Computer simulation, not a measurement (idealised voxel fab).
The process module that follows is named voxel self aligned contacts.
Each square cell in cross-section cut measures 5 nm, and the section as a whole is 150 nm wide.
This document writes a cross-section as a grid whose cells are square, and gives it as bands, listed from the top down; one or more rows of cells form a band. Band: top height; bottom height; in nm. Then, left to right: material with width in nm, for each material. "everywhere": a single material spanning edge to edge. "air": empty space. Convention: height 0 is the level below which the wafer, as received, is all one material. The lowest band does not terminate at the bottom but continues downward, represented as "from 0 down". So if you see something like "30..40" for the width, read it as the top row of the band sitting at the first number and the bottom row at the second, with every row in between moving by the same amount as the last. It should be understood that the words "remains unaltered", when stated for a given step, signify that the cross-section underwent no change in any of its cells during that step. "Completely sealed voids" lists enclosed empty spaces (at least 8 cells, no open path upward to the top), each as width x height at distance from the left edge, in nm. Formally, on a step line, whatever follows the settings is a remark that the simulator itself makes on the step. The setting "overlay nm" may be written on the line of a step. When the step uses a mask, the value reports how far to the right of the planned place the mask lay, and a negative value reports that it lay to the left.

[Listed below are the process steps as planned]
step 1: RECEIVE (material Si)
step 2: CONFORMAL_DEP (material SiO2; thk nm 5)
step 3: DIRECTIONAL_DEP (material polySi; thk nm 25)
step 4: DIRECTIONAL_DEP (material SiN; thk nm 20)
step 5: DIRECTIONAL_DEP (material aC; thk nm 15)
step 6: PATTERN (tone cover; mask id GATE; material resist; width nm 30; pitch nm 70; thk nm 30; overlay nm 0)
step 7: DIRECTIONAL_ETCH (etch materials aC; depth nm 15)
step 8: STRIP (etch materials resist)
step 9: DIRECTIONAL_ETCH (etch materials SiN; depth nm 20)
step 10: DIRECTIONAL_ETCH (etch materials polySi; depth nm 25)
step 11: STRIP (etch materials aC)
step 12: CONFORMAL_DEP (material SiN; thk nm 10)
step 13: DIRECTIONAL_ETCH (etch materials SiN; depth nm 10)
step 14: FILL_DEP (material SiO2; thk nm 10)
step 15: CMP (height nm 55)
step 16: MASKED_ETCH (tone open; mask id CONTACT; width nm 50; etch materials SiO2; depth nm 55; overlay nm 0)
step 17: CONFORMAL_DEP (material TiN; thk nm 5)
step 18: FILL_DEP (material W; thk nm 10)
step 19: CMP (height nm 55)
step 20: CONFORMAL_DEP (material SiCN; thk nm 5)

[The first of the two wafers, which ran as planned]

[As-received wafer cross-section (after step 1)]
    from 0 down | Si everywhere
    Completely sealed voids: none

[after step 2]
    from 5 to 0 | SiO2 everywhere
    Heights below 0 show no change.

[after step 3]
    from 30 to 5 | polySi everywhere
    Heights below 5 show no change.

[after step 4]
    from 50 to 30 | SiN everywhere
    Heights below 30 show no change.

[after step 5]
    from 65 to 50 | aC everywhere
    Heights below 50 show no change.

[after step 6]
    from 95 to 65 | air=25, then resist=30, then air=40, then resist=30, then air=25
    Heights below 65 show no change.

[after step 7]
    from 80 to 65 | air=25, then resist=30, then air=40, then resist=30, then air=25
    from 65 to 50 | air=25, then aC=30, then air=40, then aC=30, then air=25
    Heights below 50 show no change.

[after step 8]
    from 65 to 50 | air=25, then aC=30, then air=40, then aC=30, then air=25
    Heights below 50 show no change.

[after step 9]
    from 65 to 50 | air=25, then aC=30, then air=40, then aC=30, then air=25
    from 50 to 30 | air=25, then SiN=30, then air=40, then SiN=30, then air=25
    Heights below 30 show no change.

[after step 10]
    from 65 to 50 | air=25, then aC=30, then air=40, then aC=30, then air=25
    from 50 to 30 | air=25, then SiN=30, then air=40, then SiN=30, then air=25
    from 30 to 5 | air=25, then polySi=30, then air=40, then polySi=30, then air=25
    Heights below 5 show no change.

[after step 11]
    from 50 to 30 | air=25, then SiN=30, then air=40, then SiN=30, then air=25
    Heights below 30 show no change.

[after step 12]
    from 60 to 30 | air=15, then SiN=50, then air=20, then SiN=50, then air=15
    from 30 to 15 | air=15, then SiN=10, then polySi=30, then SiN=10, then air=20, then SiN=10, then polySi=30, then SiN=10, then air=15
    from 15 to 5 | SiN=25, then polySi=30, then SiN=40, then polySi=30, then SiN=25
    Heights below 5 show no change.

[after step 13]
    from 50 to 30 | air=15, then SiN=50, then air=20, then SiN=50, then air=15
    from 30 to 5 | air=15, then SiN=10, then polySi=30, then SiN=10, then air=20, then SiN=10, then polySi=30, then SiN=10, then air=15
    Heights below 5 show no change.

[after step 14]
    from 60 to 50 | SiO2 everywhere
    from 50 to 30 | SiO2=15, then SiN=50, then SiO2=20, then SiN=50, then SiO2=15
    from 30 to 5 | SiO2=15, then SiN=10, then polySi=30, then SiN=10, then SiO2=20, then SiN=10, then polySi=30, then SiN=10, then SiO2=15
    Heights below 5 show no change.

[after step 15]
    from 55 to 50 | SiO2 everywhere
    Heights below 50 show no change.

[after step 16]
    from 55 to 50 | SiO2=50, then air=50, then SiO2=50
    from 50 to 30 | SiO2=15, then SiN=50, then air=20, then SiN=50, then SiO2=15
    from 30 to 5 | SiO2=15, then SiN=10, then polySi=30, then SiN=10, then air=20, then SiN=10, then polySi=30, then SiN=10, then SiO2=15
    from 5 to 0 | SiO2=65, then air=20, then SiO2=65
    Heights below 0 show no change.

[after step 17]
    from 60 to 55 | TiN=55, then air=40, then TiN=55
    from 55 to 50 | SiO2=50, then TiN=20, then air=10, then TiN=20, then SiO2=50
    from 50 to 30 | SiO2=15, then SiN=50, then TiN=5, then air=10, then TiN=5, then SiN=50, then SiO2=15
    from 30 to 5 | SiO2=15, then SiN=10, then polySi=30, then SiN=10, then TiN=5, then air=10, then TiN=5, then SiN=10, then polySi=30, then SiN=10, then SiO2=15
    from 5 to 0 | SiO2=65, then TiN=20, then SiO2=65
    Heights below 0 show no change.

[after step 18]
    from 70 to 60 | W everywhere
    from 60 to 55 | TiN=55, then W=40, then TiN=55
    from 55 to 50 | SiO2=50, then TiN=20, then W=10, then TiN=20, then SiO2=50
    from 50 to 30 | SiO2=15, then SiN=50, then TiN=5, then W=10, then TiN=5, then SiN=50, then SiO2=15
    from 30 to 5 | SiO2=15, then SiN=10, then polySi=30, then SiN=10, then TiN=5, then W=10, then TiN=5, then SiN=10, then polySi=30, then SiN=10, then SiO2=15
    Heights below 5 show no change.

[after step 19]
    from 55 to 50 | SiO2=50, then TiN=20, then W=10, then TiN=20, then SiO2=50
    Heights below 50 show no change.

[after step 20]
    from 60 to 55 | SiCN everywhere
    Heights below 55 show no change.

[Second wafer. Start and plan as for the first. One mistake made in running. Agrees with the first up to and including step 15]

[when step 16 should have ended]
    from 55 to 50 | air=50, then SiO2=50, then air=50
    from 50 to 30 | air=15, then SiN=50, then SiO2=20, then SiN=50, then air=15
    from 30 to 5 | air=15, then SiN=10, then polySi=30, then SiN=10, then SiO2=20, then SiN=10, then polySi=30, then SiN=10, then air=15
    from 5 to 0 | air=15, then SiO2=120, then air=15
    Heights below 0 show no change.

[when step 17 should have ended]
    from 60 to 55 | air=45, then TiN=60, then air=45
    from 55 to 50 | air=10, then TiN=40, then SiO2=50, then TiN=40, then air=10
    from 50 to 30 | air=10, then TiN=5, then SiN=50, then SiO2=20, then SiN=50, then TiN=5, then air=10
    from 30 to 5 | air=10, then TiN=5, then SiN=10, then polySi=30, then SiN=10, then SiO2=20, then SiN=10, then polySi=30, then SiN=10, then TiN=5, then air=10
    from 5 to 0 | TiN=15, then SiO2=120, then TiN=15
    Heights below 0 show no change.

[when step 18 should have ended]
    from 70 to 60 | W everywhere
    from 60 to 55 | W=45, then TiN=60, then W=45
    from 55 to 50 | W=10, then TiN=40, then SiO2=50, then TiN=40, then W=10
    from 50 to 30 | W=10, then TiN=5, then SiN=50, then SiO2=20, then SiN=50, then TiN=5, then W=10
    from 30 to 5 | W=10, then TiN=5, then SiN=10, then polySi=30, then SiN=10, then SiO2=20, then SiN=10, then polySi=30, then SiN=10, then TiN=5, then W=10
    Heights below 5 show no change.

[when step 19 should have ended]
    from 55 to 50 | W=10, then TiN=40, then SiO2=50, then TiN=40, then W=10
    Heights below 50 show no change.

[when step 20 should have ended]
    from 60 to 55 | SiCN everywhere
    Heights below 55 show no change.
Error vs. plan: step 16 off recipe, ran as MASKED_ETCH (tone cover; mask id CONTACT; width nm 50; etch materials SiO2; depth nm 55; overlay nm 0)
Wafer comparison, final, in cells, second relative to first, materials more or fewer: 30 fewer of SiO2; 10 more of TiN; 20 more of W
